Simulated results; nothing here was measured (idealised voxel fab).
Process module heading - voxel air gaps
The width of the displayed cross-section, cut, is 215 nm; its cells are square, with a size of 5 nm.
In what follows, cross-sections appear as grids of square cells, described through bands that run from the top down, where every band is one or more rows of cells.
Top, bottom (nm), then materials left to right with widths (nm); lone material tagged "all across" fills the whole band edge to edge; "blank" = empty space.
Below 0: as-received wafer, all one material; heights counted from there. Lowest band: no bottom, goes on down, written "0 -> down".
Note: "30..40" means the width goes from the first number (top row of the band) to the second number (bottom row) in equal steps per row of cells.
The designation "nothing got changed", where it is given for a processing step, indicates that no cell of the cross-section was altered in the course of that step.
"Sealed voids": sealed empty spaces, 8 cells or more, no open way to top, listed width x height at distance, with distance from the left edge and width, height and distance in nm.
Note: text after step settings on the step line = simulator remark on that step.
overlay nm: mask right of planned place by this much (step with mask). Neg. = left.

Process steps (planned)
1: RECEIVE,material Si
2: CONFORMAL_DEP,material SiO2,thk nm 15
3: CONFORMAL_DEP,material SiN,thk nm 5
4: DIRECTIONAL_DEP,material SiO2,thk nm 40
5: MASKED_ETCH,tone open,mask id LINES,width nm 25,pitch nm 55,etch materials SiO2,depth nm 40,overlay nm 0
6: CONFORMAL_DEP,material TiN,thk nm 5
7: FILL_DEP,material Cu,thk nm 5
8: CMP,height nm 60
9: EPI,material Ru,thk nm 10
10: SELECTIVE_ETCH,etch materials SiO2,depth nm 50
11: CONFORMAL_DEP,material SiCN,thk nm 5

First wafer of two (run as planned)

Cross-section of the incoming wafer, state after step 1
* 0 -> down | Si all across
* Sealed voids: none

State of the wafer after step 2, shown in cross-section
* 15 -> 0 | SiO2 all across
* Below a height of 0, the structure has not been altered.

State of the wafer after step 3, shown in cross-section
* 20 -> 15 | SiN all across
* Below a height of 15, the structure has not been altered.

State of the wafer after step 4, shown in cross-section
* 60 -> 20 | SiO2 all across
* Below a height of 20, the structure has not been altered.

State of the wafer after step 5, shown in cross-section
* 60 -> 20 | 40 SiO2, then 25 blank, then 30 SiO2, then 25 blank, then 30 SiO2, then 25 blank, then 40 SiO2
* Below a height of 20, the structure has not been altered.

State of the wafer after step 6, shown in cross-section
* 65 -> 60 | 45 TiN, then 15 blank, then 40 TiN, then 15 blank, then 40 TiN, then 15 blank, then 45 TiN
* 60 -> 25 | 40 SiO2, then 5 TiN, then 15 blank, then 5 TiN, then 30 SiO2, then 5 TiN, then 15 blank, then 5 TiN, then 30 SiO2, then 5 TiN, then 15 blank, then 5 TiN, then 40 SiO2
* 25 -> 20 | 40 SiO2, then 25 TiN, then 30 SiO2, then 25 TiN, then 30 SiO2, then 25 TiN, then 40 SiO2
* Below a height of 20, the structure has not been altered.

State of the wafer after step 7, shown in cross-section
* 70 -> 65 | Cu all across
* 65 -> 60 | 45 TiN, then 15 Cu, then 40 TiN, then 15 Cu, then 40 TiN, then 15 Cu, then 45 TiN
* 60 -> 25 | 40 SiO2, then 5 TiN, then 15 Cu, then 5 TiN, then 30 SiO2, then 5 TiN, then 15 Cu, then 5 TiN, then 30 SiO2, then 5 TiN, then 15 Cu, then 5 TiN, then 40 SiO2
* Below a height of 25, the structure has not been altered.

State of the wafer after step 8, shown in cross-section
* 60 -> 25 | 40 SiO2, then 5 TiN, then 15 Cu, then 5 TiN, then 30 SiO2, then 5 TiN, then 15 Cu, then 5 TiN, then 30 SiO2, then 5 TiN, then 15 Cu, then 5 TiN, then 40 SiO2
* Below a height of 25, the structure has not been altered.

State of the wafer after step 9, shown in cross-section
* 70 -> 60 | 30 blank, then 45 Ru, then 10 blank, then 45 Ru, then 10 blank, then 45 Ru, then 30 blank
* Below a height of 60, the structure has not been altered.

State of the wafer after step 10, shown in cross-section
* 70 -> 60 | 30 blank, then 45 Ru, then 10 blank, then 45 Ru, then 10 blank, then 45 Ru, then 30 blank
* 60 -> 25 | 40 blank, then 5 TiN, then 15 Cu, then 5 TiN, then 30 blank, then 5 TiN, then 15 Cu, then 5 TiN, then 30 blank, then 5 TiN, then 15 Cu, then 5 TiN, then 40 blank
* 25 -> 20 | 40 blank, then 25 TiN, then 30 blank, then 25 TiN, then 30 blank, then 25 TiN, then 40 blank
* Below a height of 20, the structure has not been altered.

State of the wafer after step 11, shown in cross-section
* 75 -> 70 | 25 blank, then 165 SiCN, then 25 blank
* 70 -> 60 | 25 blank, then 5 SiCN, then 45 Ru, then 10 SiCN, then 45 Ru, then 10 SiCN, then 45 Ru, then 5 SiCN, then 25 blank
* 60 -> 55 | 25 blank, then 15 SiCN, then 5 TiN, then 15 Cu, then 5 TiN, then 30 SiCN, then 5 TiN, then 15 Cu, then 5 TiN, then 30 SiCN, then 5 TiN, then 15 Cu, then 5 TiN, then 15 SiCN, then 25 blank
* 55 -> 25 | 35 blank, then 5 SiCN, then 5 TiN, then 15 Cu, then 5 TiN, then 5 SiCN, then 20 blank, then 5 SiCN, then 5 TiN, then 15 Cu, then 5 TiN, then 5 SiCN, then 20 blank, then 5 SiCN, then 5 TiN, then 15 Cu, then 5 TiN, then 5 SiCN, then 35 blank
* 25 -> 20 | 40 SiCN, then 25 TiN, then 30 SiCN, then 25 TiN, then 30 SiCN, then 25 TiN, then 40 SiCN
* Below a height of 20, the structure has not been altered.
* Sealed voids: 20 x 30 at 70; 20 x 30 at 125

What follows concerns the second wafer, which started out like the first and was meant to follow the very same plan; one mistake crept in when it was run, but everything up to and including step 6 is the same as for the first wafer

Second wafer profile in section, at the moment step 7 of the plan was meant to be complete
* 70 -> 65 | SiO2 all across
* 65 -> 60 | 45 TiN, then 15 SiO2, then 40 TiN, then 15 SiO2, then 40 TiN, then 15 SiO2, then 45 TiN
* 60 -> 25 | 40 SiO2, then 5 TiN, then 15 SiO2, then 5 TiN, then 30 SiO2, then 5 TiN, then 15 SiO2, then 5 TiN, then 30 SiO2, then 5 TiN, then 15 SiO2, then 5 TiN, then 40 SiO2
* Below a height of 25, the structure has not been altered.

Second wafer profile in section, at the moment step 8 of the plan was meant to be complete
* 60 -> 25 | 40 SiO2, then 5 TiN, then 15 SiO2, then 5 TiN, then 30 SiO2, then 5 TiN, then 15 SiO2, then 5 TiN, then 30 SiO2, then 5 TiN, then 15 SiO2, then 5 TiN, then 40 SiO2
* Below a height of 25, the structure has not been altered.

Second wafer profile in section, at the moment step 9 of the plan was meant to be complete
* 70 -> 60 | 30 blank, then 45 Ru, then 10 blank, then 45 Ru, then 10 blank, then 45 Ru, then 30 blank
* Below a height of 60, the structure has not been altered.

Second wafer profile in section, at the moment step 10 of the plan was meant to be complete
* 70 -> 60 | 30 blank, then 45 Ru, then 10 blank, then 45 Ru, then 10 blank, then 45 Ru, then 30 blank
* 60 -> 25 | 40 blank, then 5 TiN, then 15 SiO2, then 5 TiN, then 30 blank, then 5 TiN, then 15 SiO2, then 5 TiN, then 30 blank, then 5 TiN, then 15 SiO2, then 5 TiN, then 40 blank
* 25 -> 20 | 40 blank, then 25 TiN, then 30 blank, then 25 TiN, then 30 blank, then 25 TiN, then 40 blank
* Below a height of 20, the structure has not been altered.

Second wafer profile in section, at the moment step 11 of the plan was meant to be complete
* 75 -> 70 | 25 blank, then 165 SiCN, then 25 blank
* 70 -> 60 | 25 blank, then 5 SiCN, then 45 Ru, then 10 SiCN, then 45 Ru, then 10 SiCN, then 45 Ru, then 5 SiCN, then 25 blank
* 60 -> 55 | 25 blank, then 15 SiCN, then 5 TiN, then 15 SiO2, then 5 TiN, then 30 SiCN, then 5 TiN, then 15 SiO2, then 5 TiN, then 30 SiCN, then 5 TiN, then 15 SiO2, then 5 TiN, then 15 SiCN, then 25 blank
* 55 -> 25 | 35 blank, then 5 SiCN, then 5 TiN, then 15 SiO2, then 5 TiN, then 5 SiCN, then 20 blank, then 5 SiCN, then 5 TiN, then 15 SiO2, then 5 TiN, then 5 SiCN, then 20 blank, then 5 SiCN, then 5 TiN, then 15 SiO2, then 5 TiN, then 5 SiCN, then 35 blank
* 25 -> 20 | 40 SiCN, then 25 TiN, then 30 SiCN, then 25 TiN, then 30 SiCN, then 25 TiN, then 40 SiCN
* Below a height of 20, the structure has not been altered.
* Sealed voids: 20 x 30 at 70; 20 x 30 at 125
Run error: for step 7, the planned setting was not used; the step was instead run as FILL_DEP,material SiO2,thk nm 5
The second wafer ends with more or fewer cells of some materials than the first, per final count: 63 fewer of Cu; 63 more of SiO2
